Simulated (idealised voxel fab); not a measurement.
A process module follows: voxel transistor to metal.
Cross-sectional view cut (width: 190 nm; square cell size: 5 nm).
Format of a cross-section: grid, square cells. Given as bands. Order: top down. Band: one or more rows of cells. First you get the band's top height and its bottom height, in nm, and then the materials it's made of, left to right, with each width in nm. If you see a single material with "full width", that one covers the band edge to edge. "blank" is empty space. Note: height 0 marks the level under which the wafer is uniformly one material as received. Lowest band unbounded below, written "0 nm and below". You'd read "30->40" like this: the band's top row of cells is as wide as the first number, its bottom row is as wide as the second, and going down, every row changes width by the same amount as the row before did. "nothing changed" -> step changed no cross-section cell. "Closed voids list" means: voids of 8 cells or more that are shut off from the top with no open way through. Written width x height at distance, distance from the left edge, in nm. Text after the settings on a step's line: the simulator's own remark on that step. What "overlay nm" on a step's line means: if the step has a mask, that mask lay this far to the right of its planned place, or, when the value is negative, to the left.
## plan
| 1 | RECEIVE, material Si |
| 2 | OXIDIZE, depth nm 5 |
| 3 | CONFORMAL_DEP, material SiN, thk nm 15 |
| 4 | PATTERN, tone cover, mask id ACTIVE, material resist, width nm 115, thk nm 20, overlay nm 0 |
| 5 | DIRECTIONAL_ETCH, etch materials SiN, depth nm 15 |
| 6 | DIRECTIONAL_ETCH, etch materials SiO2, depth nm 5 |
| 7 | DIRECTIONAL_ETCH, etch materials Si, depth nm 30 |
| 8 | STRIP, etch materials resist |
| 9 | OXIDIZE, depth nm 5 |
| 10 | FILL_DEP, material SiO2, thk nm 15 |
| 11 | CMP, height nm 15 |
| 12 | SELECTIVE_ETCH, etch materials SiO2, depth nm 15 |
| 13 | STRIP, etch materials SiN |
| 14 | SELECTIVE_ETCH, etch materials SiO2, depth nm 5 |
| 15 | OXIDIZE, depth nm 5 |
| 16 | DIRECTIONAL_DEP, material polySi, thk nm 20 |
| 17 | DIRECTIONAL_DEP, material SiCN, thk nm 15 |
| 18 | DIRECTIONAL_DEP, material aC, thk nm 15 |
| 19 | PATTERN, tone cover, mask id GATE, material resist, width nm 35, thk nm 35, overlay nm 0 |
| 20 | DIRECTIONAL_ETCH, etch materials aC, depth nm 15 |
| 21 | STRIP, etch materials resist |
| 22 | DIRECTIONAL_ETCH, etch materials SiCN, depth nm 25 |
| 23 | DIRECTIONAL_ETCH, etch materials polySi, depth nm 30 |
| 24 | STRIP, etch materials aC |
| 25 | CONFORMAL_DEP, material SiN, thk nm 10 |
| 26 | DIRECTIONAL_ETCH, etch materials SiN, depth nm 10 |
| 27 | DIRECTIONAL_ETCH, etch materials SiO2, depth nm 5 |
| 28 | DIRECTIONAL_ETCH, etch materials Si, depth nm 15 |
| 29 | EPI, material SiGe, thk nm 15 |
| 30 | FILL_DEP, material SiO2, thk nm 5 |
| 31 | CMP, height nm 15 |
| 32 | STRIP, etch materials polySi |
| 33 | SELECTIVE_ETCH, etch materials SiO2, depth nm 5 |
| 34 | CONFORMAL_DEP, material HfO2, thk nm 5 |
| 35 | CONFORMAL_DEP, material TiN, thk nm 5 |
| 36 | FILL_DEP, material W, thk nm 10 |
| 37 | CMP, height nm 10 |
| 38 | DIRECTIONAL_DEP, material SiO2, thk nm 10 |
| 39 | DIRECTIONAL_DEP, material aC, thk nm 15 |
| 40 | PATTERN, tone open, mask id CONTACT, material resist, width nm 15, pitch nm 80, thk nm 30, overlay nm 0 |
| 41 | DIRECTIONAL_ETCH, etch materials aC, depth nm 15 |
| 42 | STRIP, etch materials resist |
| 43 | DIRECTIONAL_ETCH, etch materials SiO2, depth nm 30 |
| 44 | STRIP, etch materials aC |
| 45 | CONFORMAL_DEP, material TiN, thk nm 5 |
| 46 | FILL_DEP, material Ru, thk nm 5 |
| 47 | CMP, height nm 20 |
| 48 | CONFORMAL_DEP, material SiCN, thk nm 5 |
| 49 | DIRECTIONAL_DEP, material SiO2, thk nm 25 |
| 50 | MASKED_ETCH, tone open, mask id METAL_1, width nm 15, pitch nm 80, etch materials SiO2, depth nm 25, overlay nm 0 |
| 51 | MASKED_ETCH, tone open, mask id METAL_1, width nm 15, pitch nm 80, etch materials SiCN, depth nm 5, overlay nm 0 |
| 52 | CONFORMAL_DEP, material TiN, thk nm 5 |
| 53 | FILL_DEP, material Cu, thk nm 10 |
| 54 | CMP, height nm 50 |
| 55 | CONFORMAL_DEP, material SiCN, thk nm 5 |
## First wafer out of two, processed as planned
## Wafer as received: cross-section following step 1
> 0 nm and below | Si full width
> Closed voids list: none
## Presented here is a cross-section of the wafer after step 2 has been performed
> 0 nm to -5 nm | SiO2 full width
> For the remainder of the cross-section, below -5, there is no change.
## Presented here is a cross-section of the wafer after step 3 has been performed
> 15 nm to 0 nm | SiN full width
> For the remainder of the cross-section, below 0, there is no change.
## Presented here is a cross-section of the wafer after step 4 has been performed
> 35 nm to 15 nm | 35 of blank; 115 of resist; 40 of blank
> For the remainder of the cross-section, below 15, there is no change.
## Presented here is a cross-section of the wafer after step 5 has been performed
> 35 nm to 15 nm | 35 of blank; 115 of resist; 40 of blank
> 15 nm to 0 nm | 35 of blank; 115 of SiN; 40 of blank
> For the remainder of the cross-section, below 0, there is no change.
## Presented here is a cross-section of the wafer after step 6 has been performed
> 35 nm to 15 nm | 35 of blank; 115 of resist; 40 of blank
> 15 nm to 0 nm | 35 of blank; 115 of SiN; 40 of blank
> 0 nm to -5 nm | 35 of blank; 115 of SiO2; 40 of blank
> For the remainder of the cross-section, below -5, there is no change.
## Presented here is a cross-section of the wafer after step 7 has been performed
> 35 nm to 15 nm | 35 of blank; 115 of resist; 40 of blank
> 15 nm to 0 nm | 35 of blank; 115 of SiN; 40 of blank
> 0 nm to -5 nm | 35 of blank; 115 of SiO2; 40 of blank
> -5 nm to -35 nm | 35 of blank; 115 of Si; 40 of blank
> For the remainder of the cross-section, below -35, there is no change.
## Presented here is a cross-section of the wafer after step 8 has been performed
> 15 nm to 0 nm | 35 of blank; 115 of SiN; 40 of blank
> For the remainder of the cross-section, below 0, there is no change.
## Presented here is a cross-section of the wafer after step 9 has been performed
> 15 nm to 0 nm | 35 of blank; 115 of SiN; 40 of blank
> 0 nm to -5 nm | 35 of blank; 115 of SiO2; 40 of blank
> -5 nm to -35 nm | 35 of blank; 5 of SiO2; 105 of Si; 5 of SiO2; 40 of blank
> -35 nm to -40 nm | 40 of SiO2; 105 of Si; 45 of SiO2
> For the remainder of the cross-section, below -40, there is no change.
## Presented here is a cross-section of the wafer after step 10 has been performed
> 30 nm to 15 nm | SiO2 full width
> 15 nm to 0 nm | 35 of SiO2; 115 of SiN; 40 of SiO2
> 0 nm to -5 nm | SiO2 full width
> -5 nm to -40 nm | 40 of SiO2; 105 of Si; 45 of SiO2
> For the remainder of the cross-section, below -40, there is no change.
## Presented here is a cross-section of the wafer after step 11 has been performed
> 15 nm to 0 nm | 35 of SiO2; 115 of SiN; 40 of SiO2
> For the remainder of the cross-section, below 0, there is no change.
## Presented here is a cross-section of the wafer after step 12 has been performed
> 15 nm to 0 nm | 35 of blank; 115 of SiN; 40 of blank
> For the remainder of the cross-section, below 0, there is no change.
## Presented here is a cross-section of the wafer after step 13 has been performed
> 0 nm to -5 nm | SiO2 full width
> For the remainder of the cross-section, below -5, there is no change.
## Presented here is a cross-section of the wafer after step 14 has been performed
> -5 nm to -40 nm | 40 of SiO2; 105 of Si; 45 of SiO2
> For the remainder of the cross-section, below -40, there is no change.
## Presented here is a cross-section of the wafer after step 15 has been performed
> -5 nm to -10 nm | SiO2 full width
> For the remainder of the cross-section, below -10, there is no change.
## Presented here is a cross-section of the wafer after step 16 has been performed
> 15 nm to -5 nm | polySi full width
> For the remainder of the cross-section, below -5, there is no change.
## Presented here is a cross-section of the wafer after step 17 has been performed
> 30 nm to 15 nm | SiCN full width
> For the remainder of the cross-section, below 15, there is no change.
## Presented here is a cross-section of the wafer after step 18 has been performed
> 45 nm to 30 nm | aC full width
> For the remainder of the cross-section, below 30, there is no change.
## Presented here is a cross-section of the wafer after step 19 has been performed
> 80 nm to 45 nm | 75 of blank; 35 of resist; 80 of blank
> For the remainder of the cross-section, below 45, there is no change.
## Presented here is a cross-section of the wafer after step 20 has been performed
> 65 nm to 45 nm | 75 of blank; 35 of resist; 80 of blank
> 45 nm to 30 nm | 75 of blank; 35 of aC; 80 of blank
> For the remainder of the cross-section, below 30, there is no change.
## Presented here is a cross-section of the wafer after step 21 has been performed
> 45 nm to 30 nm | 75 of blank; 35 of aC; 80 of blank
> For the remainder of the cross-section, below 30, there is no change.
## Presented here is a cross-section of the wafer after step 22 has been performed
> 45 nm to 30 nm | 75 of blank; 35 of aC; 80 of blank
> 30 nm to 15 nm | 75 of blank; 35 of SiCN; 80 of blank
> For the remainder of the cross-section, below 15, there is no change.
## Presented here is a cross-section of the wafer after step 23 has been performed
> 45 nm to 30 nm | 75 of blank; 35 of aC; 80 of blank
> 30 nm to 15 nm | 75 of blank; 35 of SiCN; 80 of blank
> 15 nm to -5 nm | 75 of blank; 35 of polySi; 80 of blank
> For the remainder of the cross-section, below -5, there is no change.
## Presented here is a cross-section of the wafer after step 24 has been performed
> 30 nm to 15 nm | 75 of blank; 35 of SiCN; 80 of blank
> For the remainder of the cross-section, below 15, there is no change.
## Presented here is a cross-section of the wafer after step 25 has been performed
> 40 nm to 30 nm | 65 of blank; 55 of SiN; 70 of blank
> 30 nm to 15 nm | 65 of blank; 10 of SiN; 35 of SiCN; 10 of SiN; 70 of blank
> 15 nm to 5 nm | 65 of blank; 10 of SiN; 35 of polySi; 10 of SiN; 70 of blank
> 5 nm to -5 nm | 75 of SiN; 35 of polySi; 80 of SiN
> For the remainder of the cross-section, below -5, there is no change.
## Presented here is a cross-section of the wafer after step 26 has been performed
> 30 nm to 15 nm | 65 of blank; 10 of SiN; 35 of SiCN; 10 of SiN; 70 of blank
> 15 nm to -5 nm | 65 of blank; 10 of SiN; 35 of polySi; 10 of SiN; 70 of blank
> For the remainder of the cross-section, below -5, there is no change.
## Presented here is a cross-section of the wafer after step 27 has been performed
> 30 nm to 15 nm | 65 of blank; 10 of SiN; 35 of SiCN; 10 of SiN; 70 of blank
> 15 nm to -5 nm | 65 of blank; 10 of SiN; 35 of polySi; 10 of SiN; 70 of blank
> -5 nm to -10 nm | 65 of blank; 55 of SiO2; 70 of blank
> For the remainder of the cross-section, below -10, there is no change.
## Presented here is a cross-section of the wafer after step 28 has been performed
> 30 nm to 15 nm | 65 of blank; 10 of SiN; 35 of SiCN; 10 of SiN; 70 of blank
> 15 nm to -5 nm | 65 of blank; 10 of SiN; 35 of polySi; 10 of SiN; 70 of blank
> -5 nm to -10 nm | 65 of blank; 55 of SiO2; 70 of blank
> -10 nm to -25 nm | 40 of SiO2; 25 of blank; 55 of Si; 25 of blank; 45 of SiO2
> For the remainder of the cross-section, below -25, there is no change.
## Presented here is a cross-section of the wafer after step 29 has been performed
> 30 nm to 15 nm | 65 of blank; 10 of SiN; 35 of SiCN; 10 of SiN; 70 of blank
> 15 nm to 5 nm | 65 of blank; 10 of SiN; 35 of polySi; 10 of SiN; 70 of blank
> 5 nm to -5 nm | 50 of blank; 15 of SiGe; 10 of SiN; 35 of polySi; 10 of SiN; 15 of SiGe; 55 of blank
> -5 nm to -10 nm | 50 of blank; 15 of SiGe; 55 of SiO2; 15 of SiGe; 55 of blank
> -10 nm to -25 nm | 40 of SiO2; 25 of SiGe; 55 of Si; 25 of SiGe; 45 of SiO2
> For the remainder of the cross-section, below -25, there is no change.
## Presented here is a cross-section of the wafer after step 30 has been performed
> 35 nm to 30 nm | SiO2 full width
> 30 nm to 15 nm | 65 of SiO2; 10 of SiN; 35 of SiCN; 10 of SiN; 70 of SiO2
> 15 nm to 5 nm | 65 of SiO2; 10 of SiN; 35 of polySi; 10 of SiN; 70 of SiO2
> 5 nm to -5 nm | 50 of SiO2; 15 of SiGe; 10 of SiN; 35 of polySi; 10 of SiN; 15 of SiGe; 55 of SiO2
> -5 nm to -10 nm | 50 of SiO2; 15 of SiGe; 55 of SiO2; 15 of SiGe; 55 of SiO2
> For the remainder of the cross-section, below -10, there is no change.
## Presented here is a cross-section of the wafer after step 31 has been performed
> 15 nm to 5 nm | 65 of SiO2; 10 of SiN; 35 of polySi; 10 of SiN; 70 of SiO2
> For the remainder of the cross-section, below 5, there is no change.
## Presented here is a cross-section of the wafer after step 32 has been performed
> 15 nm to 5 nm | 65 of SiO2; 10 of SiN; 35 of blank; 10 of SiN; 70 of SiO2
> 5 nm to -5 nm | 50 of SiO2; 15 of SiGe; 10 of SiN; 35 of blank; 10 of SiN; 15 of SiGe; 55 of SiO2
> For the remainder of the cross-section, below -5, there is no change.
## Presented here is a cross-section of the wafer after step 33 has been performed
> 15 nm to 10 nm | 65 of blank; 10 of SiN; 35 of blank; 10 of SiN; 70 of blank
> 10 nm to 5 nm | 65 of SiO2; 10 of SiN; 35 of blank; 10 of SiN; 70 of SiO2
> 5 nm to -5 nm | 50 of SiO2; 15 of SiGe; 10 of SiN; 35 of blank; 10 of SiN; 15 of SiGe; 55 of SiO2
> -5 nm to -10 nm | 50 of SiO2; 15 of SiGe; 5 of SiO2; 45 of blank; 5 of SiO2; 15 of SiGe; 55 of SiO2
> For the remainder of the cross-section, below -10, there is no change.
## Presented here is a cross-section of the wafer after step 34 has been performed
> 20 nm to 15 nm | 60 of blank; 20 of HfO2; 25 of blank; 20 of HfO2; 65 of blank
> 15 nm to 10 nm | 65 of HfO2; 10 of SiN; 5 of HfO2; 25 of blank; 5 of HfO2; 10 of SiN; 70 of HfO2
> 10 nm to 5 nm | 65 of SiO2; 10 of SiN; 5 of HfO2; 25 of blank; 5 of HfO2; 10 of SiN; 70 of SiO2
> 5 nm to -5 nm | 50 of SiO2; 15 of SiGe; 10 of SiN; 5 of HfO2; 25 of blank; 5 of HfO2; 10 of SiN; 15 of SiGe; 55 of SiO2
> -5 nm to -10 nm | 50 of SiO2; 15 of SiGe; 5 of SiO2; 45 of HfO2; 5 of SiO2; 15 of SiGe; 55 of SiO2
> For the remainder of the cross-section, below -10, there is no change.
## Presented here is a cross-section of the wafer after step 35 has been performed
> 25 nm to 20 nm | 55 of blank; 30 of TiN; 15 of blank; 30 of TiN; 60 of blank
> 20 nm to 15 nm | 60 of TiN; 20 of HfO2; 5 of TiN; 15 of blank; 5 of TiN; 20 of HfO2; 65 of TiN
> 15 nm to 10 nm | 65 of HfO2; 10 of SiN; 5 of HfO2; 5 of TiN; 15 of blank; 5 of TiN; 5 of HfO2; 10 of SiN; 70 of HfO2
> 10 nm to 5 nm | 65 of SiO2; 10 of SiN; 5 of HfO2; 5 of TiN; 15 of blank; 5 of TiN; 5 of HfO2; 10 of SiN; 70 of SiO2
> 5 nm to 0 nm | 50 of SiO2; 15 of SiGe; 10 of SiN; 5 of HfO2; 5 of TiN; 15 of blank; 5 of TiN; 5 of HfO2; 10 of SiN; 15 of SiGe; 55 of SiO2
> 0 nm to -5 nm | 50 of SiO2; 15 of SiGe; 10 of SiN; 5 of HfO2; 25 of TiN; 5 of HfO2; 10 of SiN; 15 of SiGe; 55 of SiO2
> For the remainder of the cross-section, below -5, there is no change.
## Presented here is a cross-section of the wafer after step 36 has been performed
> 35 nm to 25 nm | W full width
> 25 nm to 20 nm | 55 of W; 30 of TiN; 15 of W; 30 of TiN; 60 of W
> 20 nm to 15 nm | 60 of TiN; 20 of HfO2; 5 of TiN; 15 of W; 5 of TiN; 20 of HfO2; 65 of TiN
> 15 nm to 10 nm | 65 of HfO2; 10 of SiN; 5 of HfO2; 5 of TiN; 15 of W; 5 of TiN; 5 of HfO2; 10 of SiN; 70 of HfO2
> 10 nm to 5 nm | 65 of SiO2; 10 of SiN; 5 of HfO2; 5 of TiN; 15 of W; 5 of TiN; 5 of HfO2; 10 of SiN; 70 of SiO2
> 5 nm to 0 nm | 50 of SiO2; 15 of SiGe; 10 of SiN; 5 of HfO2; 5 of TiN; 15 of W; 5 of TiN; 5 of HfO2; 10 of SiN; 15 of SiGe; 55 of SiO2
> For the remainder of the cross-section, below 0, there is no change.
## Presented here is a cross-section of the wafer after step 37 has been performed
> 10 nm to 5 nm | 65 of SiO2; 10 of SiN; 5 of HfO2; 5 of TiN; 15 of W; 5 of TiN; 5 of HfO2; 10 of SiN; 70 of SiO2
> For the remainder of the cross-section, below 5, there is no change.
## Presented here is a cross-section of the wafer after step 38 has been performed
> 20 nm to 10 nm | SiO2 full width
> For the remainder of the cross-section, below 10, there is no change.
## Presented here is a cross-section of the wafer after step 39 has been performed
> 35 nm to 20 nm | aC full width
> For the remainder of the cross-section, below 20, there is no change.
## Presented here is a cross-section of the wafer after step 40 has been performed
> 65 nm to 35 nm | 45 of resist; 15 of blank; 65 of resist; 15 of blank; 50 of resist
> For the remainder of the cross-section, below 35, there is no change.
## Presented here is a cross-section of the wafer after step 41 has been performed
> 50 nm to 35 nm | 45 of resist; 15 of blank; 65 of resist; 15 of blank; 50 of resist
> 35 nm to 20 nm | 45 of aC; 15 of blank; 65 of aC; 15 of blank; 50 of aC
> For the remainder of the cross-section, below 20, there is no change.
## Presented here is a cross-section of the wafer after step 42 has been performed
> 35 nm to 20 nm | 45 of aC; 15 of blank; 65 of aC; 15 of blank; 50 of aC
> For the remainder of the cross-section, below 20, there is no change.
## Presented here is a cross-section of the wafer after step 43 has been performed
> 35 nm to 20 nm | 45 of aC; 15 of blank; 65 of aC; 15 of blank; 50 of aC
> 20 nm to 10 nm | 45 of SiO2; 15 of blank; 65 of SiO2; 15 of blank; 50 of SiO2
> 10 nm to 5 nm | 45 of SiO2; 15 of blank; 5 of SiO2; 10 of SiN; 5 of HfO2; 5 of TiN; 15 of W; 5 of TiN; 5 of HfO2; 10 of SiN; 5 of SiO2; 15 of blank; 50 of SiO2
> 5 nm to 0 nm | 45 of SiO2; 5 of blank; 15 of SiGe; 10 of SiN; 5 of HfO2; 5 of TiN; 15 of W; 5 of TiN; 5 of HfO2; 10 of SiN; 15 of SiGe; 5 of blank; 50 of SiO2
> 0 nm to -5 nm | 45 of SiO2; 5 of blank; 15 of SiGe; 10 of SiN; 5 of HfO2; 25 of TiN; 5 of HfO2; 10 of SiN; 15 of SiGe; 5 of blank; 50 of SiO2
> -5 nm to -10 nm | 45 of SiO2; 5 of blank; 15 of SiGe; 5 of SiO2; 45 of HfO2; 5 of SiO2; 15 of SiGe; 5 of blank; 50 of SiO2
> For the remainder of the cross-section, below -10, there is no change.
## Presented here is a cross-section of the wafer after step 44 has been performed
> 20 nm to 10 nm | 45 of SiO2; 15 of blank; 65 of SiO2; 15 of blank; 50 of SiO2
> For the remainder of the cross-section, below 10, there is no change.
## Presented here is a cross-section of the wafer after step 45 has been performed
> 25 nm to 20 nm | 50 of TiN; 5 of blank; 75 of TiN; 5 of blank; 55 of TiN
> 20 nm to 10 nm | 45 of SiO2; 5 of TiN; 5 of blank; 5 of TiN; 65 of SiO2; 5 of TiN; 5 of blank; 5 of TiN; 50 of SiO2
> 10 nm to 5 nm | 45 of SiO2; 15 of TiN; 5 of SiO2; 10 of SiN; 5 of HfO2; 5 of TiN; 15 of W; 5 of TiN; 5 of HfO2; 10 of SiN; 5 of SiO2; 15 of TiN; 50 of SiO2
> 5 nm to 0 nm | 45 of SiO2; 5 of TiN; 15 of SiGe; 10 of SiN; 5 of HfO2; 5 of TiN; 15 of W; 5 of TiN; 5 of HfO2; 10 of SiN; 15 of SiGe; 5 of TiN; 50 of SiO2
> 0 nm to -5 nm | 45 of SiO2; 5 of TiN; 15 of SiGe; 10 of SiN; 5 of HfO2; 25 of TiN; 5 of HfO2; 10 of SiN; 15 of SiGe; 5 of TiN; 50 of SiO2
> -5 nm to -10 nm | 45 of SiO2; 5 of TiN; 15 of SiGe; 5 of SiO2; 45 of HfO2; 5 of SiO2; 15 of SiGe; 5 of TiN; 50 of SiO2
> For the remainder of the cross-section, below -10, there is no change.
## Presented here is a cross-section of the wafer after step 46 has been performed
> 30 nm to 25 nm | Ru full width
> 25 nm to 20 nm | 50 of TiN; 5 of Ru; 75 of TiN; 5 of Ru; 55 of TiN
> 20 nm to 10 nm | 45 of SiO2; 5 of TiN; 5 of Ru; 5 of TiN; 65 of SiO2; 5 of TiN; 5 of Ru; 5 of TiN; 50 of SiO2
> For the remainder of the cross-section, below 10, there is no change.
## Presented here is a cross-section of the wafer after step 47 has been performed
> 20 nm to 10 nm | 45 of SiO2; 5 of TiN; 5 of Ru; 5 of TiN; 65 of SiO2; 5 of TiN; 5 of Ru; 5 of TiN; 50 of SiO2
> For the remainder of the cross-section, below 10, there is no change.
## Presented here is a cross-section of the wafer after step 48 has been performed
> 25 nm to 20 nm | SiCN full width
> For the remainder of the cross-section, below 20, there is no change.
## Presented here is a cross-section of the wafer after step 49 has been performed
> 50 nm to 25 nm | SiO2 full width
> For the remainder of the cross-section, below 25, there is no change.
## Presented here is a cross-section of the wafer after step 50 has been performed
> 50 nm to 25 nm | 45 of SiO2; 15 of blank; 65 of SiO2; 15 of blank; 50 of SiO2
> For the remainder of the cross-section, below 25, there is no change.
## Presented here is a cross-section of the wafer after step 51 has been performed
> 50 nm to 25 nm | 45 of SiO2; 15 of blank; 65 of SiO2; 15 of blank; 50 of SiO2
> 25 nm to 20 nm | 45 of SiCN; 15 of blank; 65 of SiCN; 15 of blank; 50 of SiCN
> For the remainder of the cross-section, below 20, there is no change.
## Presented here is a cross-section of the wafer after step 52 has been performed
> 55 nm to 50 nm | 50 of TiN; 5 of blank; 75 of TiN; 5 of blank; 55 of TiN
> 50 nm to 25 nm | 45 of SiO2; 5 of TiN; 5 of blank; 5 of TiN; 65 of SiO2; 5 of TiN; 5 of blank; 5 of TiN; 50 of SiO2
> 25 nm to 20 nm | 45 of SiCN; 15 of TiN; 65 of SiCN; 15 of TiN; 50 of SiCN
> For the remainder of the cross-section, below 20, there is no change.
## Presented here is a cross-section of the wafer after step 53 has been performed
> 65 nm to 55 nm | Cu full width
> 55 nm to 50 nm | 50 of TiN; 5 of Cu; 75 of TiN; 5 of Cu; 55 of TiN
> 50 nm to 25 nm | 45 of SiO2; 5 of TiN; 5 of Cu; 5 of TiN; 65 of SiO2; 5 of TiN; 5 of Cu; 5 of TiN; 50 of SiO2
> For the remainder of the cross-section, below 25, there is no change.
## Presented here is a cross-section of the wafer after step 54 has been performed
> 50 nm to 25 nm | 45 of SiO2; 5 of TiN; 5 of Cu; 5 of TiN; 65 of SiO2; 5 of TiN; 5 of Cu; 5 of TiN; 50 of SiO2
> For the remainder of the cross-section, below 25, there is no change.
## Presented here is a cross-section of the wafer after step 55 has been performed
> 55 nm to 50 nm | SiCN full width
> For the remainder of the cross-section, below 50, there is no change.
## Second of two: same start, same plan, one run error; steps up to and including 53 match the first
Cross-section of the second wafer at the time step 54 of the plan should have ended: nothing changed
## Cross-section of the second wafer at the time step 55 of the plan should have ended
> 70 nm to 65 nm | SiCN full width
> For the remainder of the cross-section, below 65, there is no change.
In executing the process, a mistake was made relative to the plan: it should be noted that step 54 of the plan was omitted and was not performed
Final cells, second wafer relative to first, materials higher or lower: 78 more of Cu, 36 more of TiN
